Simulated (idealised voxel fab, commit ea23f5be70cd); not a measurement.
voxel self aligned contacts: a process module
Section shown: cut. Width: 260 nm. Cell size: 5 nm, square.
The cross-sections in this document take the form of a grid made of square cells. They are written out as bands, in order from top to bottom. Each band consists of one or more rows of cells.
Read a band's entry like this: the first values are the height of its top and the height of its bottom in nm, and what follows is the sequence of materials from left to right, each with its width in nm. Note that "blank" is empty space, and that a single material marked "all across" reaches across the band from edge to edge.
Height is counted from the level 0, under which the received wafer is composed throughout of one material. The lowest of the bands is not closed at the bottom but continues downward, in the notation "top 0, no bottom".
You'd read "30->40" like this: the band's top row of cells is as wide as the first number, its bottom row is as wide as the second, and going down, every row changes width by the same amount as the row before did.
"no alterations made", as given for a step, is the statement that not any cell of the cross-section underwent a change during that step.
"Closed void inventory" - sealed voids, min. 8 cells, no opening to top; format: width x height at distance (distance from left edge; nm throughout).
Anything after a step's settings on that line? It's the simulator's own note about the step.
overlay nm: for a step with a mask, the amount by which the mask lay right of where it was planned; a negative amount means left of it.
# Steps in the process plan
step 1: op RECEIVE | material Si
step 2: op CONFORMAL_DEP | material SiO2 | thk nm 5
step 3: op DIRECTIONAL_DEP | material polySi | thk nm 20
step 4: op DIRECTIONAL_DEP | material SiN | thk nm 20
step 5: op DIRECTIONAL_DEP | material aC | thk nm 10
step 6: op PATTERN | tone cover | mask id GATE | material resist | width nm 30 | pitch nm 70 | thk nm 25 | overlay nm 0
step 7: op DIRECTIONAL_ETCH | etch materials aC | depth nm 10
step 8: op STRIP | etch materials resist
step 9: op DIRECTIONAL_ETCH | etch materials SiN | depth nm 20
step 10: op DIRECTIONAL_ETCH | etch materials polySi | depth nm 20
step 11: op STRIP | etch materials aC
step 12: op CONFORMAL_DEP | material SiN | thk nm 10
step 13: op DIRECTIONAL_ETCH | etch materials SiN | depth nm 10
step 14: op FILL_DEP | material SiO2 | thk nm 20
step 15: op CMP | height nm 55
step 16: op MASKED_ETCH | tone open | mask id CONTACT | width nm 50 | pitch nm 70 | etch materials SiO2 | depth nm 55 | overlay nm 0
step 17: op CONFORMAL_DEP | material TiN | thk nm 5
step 18: op FILL_DEP | material W | thk nm 5
step 19: op CMP | height nm 55
step 20: op CONFORMAL_DEP | material SiN | thk nm 5
# Of two wafers, the first: run according to plan
# The cross-section here shows the wafer as received, i.e. in its state after step 1
top 0, no bottom: Si all across
Closed void inventory: none
# How the wafer stands in section after step 2
top 5, bottom 0: SiO2 all across
Nothing below the height 0 has changed.
# How the wafer stands in section after step 3
top 25, bottom 5: polySi all across
Nothing below the height 5 has changed.
# How the wafer stands in section after step 4
top 45, bottom 25: SiN all across
Nothing below the height 25 has changed.
# How the wafer stands in section after step 5
top 55, bottom 45: aC all across
Nothing below the height 45 has changed.
# How the wafer stands in section after step 6
top 80, bottom 55: blank=45, resist=30, blank=40, resist=30, blank=40, resist=30, blank=45
Nothing below the height 55 has changed.
# How the wafer stands in section after step 7
top 70, bottom 55: blank=45, resist=30, blank=40, resist=30, blank=40, resist=30, blank=45
top 55, bottom 45: blank=45, aC=30, blank=40, aC=30, blank=40, aC=30, blank=45
Nothing below the height 45 has changed.
# How the wafer stands in section after step 8
top 55, bottom 45: blank=45, aC=30, blank=40, aC=30, blank=40, aC=30, blank=45
Nothing below the height 45 has changed.
# How the wafer stands in section after step 9
top 55, bottom 45: blank=45, aC=30, blank=40, aC=30, blank=40, aC=30, blank=45
top 45, bottom 25: blank=45, SiN=30, blank=40, SiN=30, blank=40, SiN=30, blank=45
Nothing below the height 25 has changed.
# How the wafer stands in section after step 10
top 55, bottom 45: blank=45, aC=30, blank=40, aC=30, blank=40, aC=30, blank=45
top 45, bottom 25: blank=45, SiN=30, blank=40, SiN=30, blank=40, SiN=30, blank=45
top 25, bottom 5: blank=45, polySi=30, blank=40, polySi=30, blank=40, polySi=30, blank=45
Nothing below the height 5 has changed.
# How the wafer stands in section after step 11
top 45, bottom 25: blank=45, SiN=30, blank=40, SiN=30, blank=40, SiN=30, blank=45
Nothing below the height 25 has changed.
# How the wafer stands in section after step 12
top 55, bottom 25: blank=35, SiN=50, blank=20, SiN=50, blank=20, SiN=50, blank=35
top 25, bottom 15: blank=35, SiN=10, polySi=30, SiN=10, blank=20, SiN=10, polySi=30, SiN=10, blank=20, SiN=10, polySi=30, SiN=10, blank=35
top 15, bottom 5: SiN=45, polySi=30, SiN=40, polySi=30, SiN=40, polySi=30, SiN=45
Nothing below the height 5 has changed.
# How the wafer stands in section after step 13
top 45, bottom 25: blank=35, SiN=50, blank=20, SiN=50, blank=20, SiN=50, blank=35
top 25, bottom 5: blank=35, SiN=10, polySi=30, SiN=10, blank=20, SiN=10, polySi=30, SiN=10, blank=20, SiN=10, polySi=30, SiN=10, blank=35
Nothing below the height 5 has changed.
# How the wafer stands in section after step 14
top 65, bottom 45: SiO2 all across
top 45, bottom 25: SiO2=35, SiN=50, SiO2=20, SiN=50, SiO2=20, SiN=50, SiO2=35
top 25, bottom 5: SiO2=35, SiN=10, polySi=30, SiN=10, SiO2=20, SiN=10, polySi=30, SiN=10, SiO2=20, SiN=10, polySi=30, SiN=10, SiO2=35
Nothing below the height 5 has changed.
# How the wafer stands in section after step 15
top 55, bottom 45: SiO2 all across
Nothing below the height 45 has changed.
# How the wafer stands in section after step 16
top 55, bottom 45: SiO2=70, blank=50, SiO2=20, blank=50, SiO2=70
top 45, bottom 25: SiO2=35, SiN=50, blank=20, SiN=50, blank=20, SiN=50, SiO2=35
top 25, bottom 5: SiO2=35, SiN=10, polySi=30, SiN=10, blank=20, SiN=10, polySi=30, SiN=10, blank=20, SiN=10, polySi=30, SiN=10, SiO2=35
top 5, bottom 0: SiO2=85, blank=20, SiO2=50, blank=20, SiO2=85
Nothing below the height 0 has changed.
# How the wafer stands in section after step 17
top 60, bottom 55: TiN=75, blank=40, TiN=30, blank=40, TiN=75
top 55, bottom 45: SiO2=70, TiN=5->20, blank=40->10, TiN=5->20, SiO2=20, TiN=5->20, blank=40->10, TiN=5->20, SiO2=70
top 45, bottom 25: SiO2=35, SiN=50, TiN=5, blank=10, TiN=5, SiN=50, TiN=5, blank=10, TiN=5, SiN=50, SiO2=35
top 25, bottom 5: SiO2=35, SiN=10, polySi=30, SiN=10, TiN=5, blank=10, TiN=5, SiN=10, polySi=30, SiN=10, TiN=5, blank=10, TiN=5, SiN=10, polySi=30, SiN=10, SiO2=35
top 5, bottom 0: SiO2=85, TiN=20, SiO2=50, TiN=20, SiO2=85
Nothing below the height 0 has changed.
# How the wafer stands in section after step 18
top 65, bottom 60: W all across
top 60, bottom 55: TiN=75, W=40, TiN=30, W=40, TiN=75
top 55, bottom 45: SiO2=70, TiN=5->20, W=40->10, TiN=5->20, SiO2=20, TiN=5->20, W=40->10, TiN=5->20, SiO2=70
top 45, bottom 25: SiO2=35, SiN=50, TiN=5, W=10, TiN=5, SiN=50, TiN=5, W=10, TiN=5, SiN=50, SiO2=35
top 25, bottom 5: SiO2=35, SiN=10, polySi=30, SiN=10, TiN=5, W=10, TiN=5, SiN=10, polySi=30, SiN=10, TiN=5, W=10, TiN=5, SiN=10, polySi=30, SiN=10, SiO2=35
Nothing below the height 5 has changed.
# How the wafer stands in section after step 19
top 55, bottom 45: SiO2=70, TiN=5->20, W=40->10, TiN=5->20, SiO2=20, TiN=5->20, W=40->10, TiN=5->20, SiO2=70
Nothing below the height 45 has changed.
# How the wafer stands in section after step 20
top 60, bottom 55: SiN all across
Nothing below the height 55 has changed.
# Second Wafer (Identical Start and Plan, One Processing Error; Matches First Wafer Through Step 11)
# Second wafer: cross-section at the scheduled end of step 12
top 50, bottom 25: blank=40, SiN=40, blank=30, SiN=40, blank=30, SiN=40, blank=40
top 25, bottom 10: blank=40, SiN=5, polySi=30, SiN=5, blank=30, SiN=5, polySi=30, SiN=5, blank=30, SiN=5, polySi=30, SiN=5, blank=40
top 10, bottom 5: SiN=45, polySi=30, SiN=40, polySi=30, SiN=40, polySi=30, SiN=45
Nothing below the height 5 has changed.
# Second wafer: cross-section at the scheduled end of step 13
top 40, bottom 25: blank=40, SiN=40, blank=30, SiN=40, blank=30, SiN=40, blank=40
top 25, bottom 5: blank=40, SiN=5, polySi=30, SiN=5, blank=30, SiN=5, polySi=30, SiN=5, blank=30, SiN=5, polySi=30, SiN=5, blank=40
Nothing below the height 5 has changed.
# Second wafer: cross-section at the scheduled end of step 14
top 60, bottom 40: SiO2 all across
top 40, bottom 25: SiO2=40, SiN=40, SiO2=30, SiN=40, SiO2=30, SiN=40, SiO2=40
top 25, bottom 5: SiO2=40, SiN=5, polySi=30, SiN=5, SiO2=30, SiN=5, polySi=30, SiN=5, SiO2=30, SiN=5, polySi=30, SiN=5, SiO2=40
Nothing below the height 5 has changed.
# Second wafer: cross-section at the scheduled end of step 15
top 55, bottom 40: SiO2 all across
Nothing below the height 40 has changed.
# Second wafer: cross-section at the scheduled end of step 16
top 55, bottom 40: SiO2=70, blank=50, SiO2=20, blank=50, SiO2=70
top 40, bottom 25: SiO2=40, SiN=40, blank=30, SiN=40, blank=30, SiN=40, SiO2=40
top 25, bottom 5: SiO2=40, SiN=5, polySi=30, SiN=5, blank=30, SiN=5, polySi=30, SiN=5, blank=30, SiN=5, polySi=30, SiN=5, SiO2=40
top 5, bottom 0: SiO2=80, blank=30, SiO2=40, blank=30, SiO2=80
Nothing below the height 0 has changed.
# Second wafer: cross-section at the scheduled end of step 17
top 60, bottom 55: TiN=75, blank=40, TiN=30, blank=40, TiN=75
top 55, bottom 45: SiO2=70, TiN=5, blank=40, TiN=5, SiO2=20, TiN=5, blank=40, TiN=5, SiO2=70
top 45, bottom 40: SiO2=70, TiN=15, blank=20, TiN=15, SiO2=20, TiN=15, blank=20, TiN=15, SiO2=70
top 40, bottom 25: SiO2=40, SiN=40, TiN=5, blank=20, TiN=5, SiN=40, TiN=5, blank=20, TiN=5, SiN=40, SiO2=40
top 25, bottom 5: SiO2=40, SiN=5, polySi=30, SiN=5, TiN=5, blank=20, TiN=5, SiN=5, polySi=30, SiN=5, TiN=5, blank=20, TiN=5, SiN=5, polySi=30, SiN=5, SiO2=40
top 5, bottom 0: SiO2=80, TiN=30, SiO2=40, TiN=30, SiO2=80
Nothing below the height 0 has changed.
# Second wafer: cross-section at the scheduled end of step 18
top 65, bottom 60: W all across
top 60, bottom 55: TiN=75, W=40, TiN=30, W=40, TiN=75
top 55, bottom 45: SiO2=70, TiN=5, W=40, TiN=5, SiO2=20, TiN=5, W=40, TiN=5, SiO2=70
top 45, bottom 40: SiO2=70, TiN=15, W=20, TiN=15, SiO2=20, TiN=15, W=20, TiN=15, SiO2=70
top 40, bottom 25: SiO2=40, SiN=40, TiN=5, W=20, TiN=5, SiN=40, TiN=5, W=20, TiN=5, SiN=40, SiO2=40
top 25, bottom 5: SiO2=40, SiN=5, polySi=30, SiN=5, TiN=5, W=20, TiN=5, SiN=5, polySi=30, SiN=5, TiN=5, W=20, TiN=5, SiN=5, polySi=30, SiN=5, SiO2=40
Nothing below the height 5 has changed.
# Second wafer: cross-section at the scheduled end of step 19
top 55, bottom 45: SiO2=70, TiN=5, W=40, TiN=5, SiO2=20, TiN=5, W=40, TiN=5, SiO2=70
Nothing below the height 45 has changed.
# Second wafer: cross-section at the scheduled end of step 20
top 60, bottom 55: SiN all across
Nothing below the height 55 has changed.
What was the processing mistake? step 12 ran as: op CONFORMAL_DEP | material SiN | thk nm 5
Wafer comparison, final, in cells, second relative to first, materials more or fewer: 72 fewer of SiN, 28 more of SiO2, 44 more of W
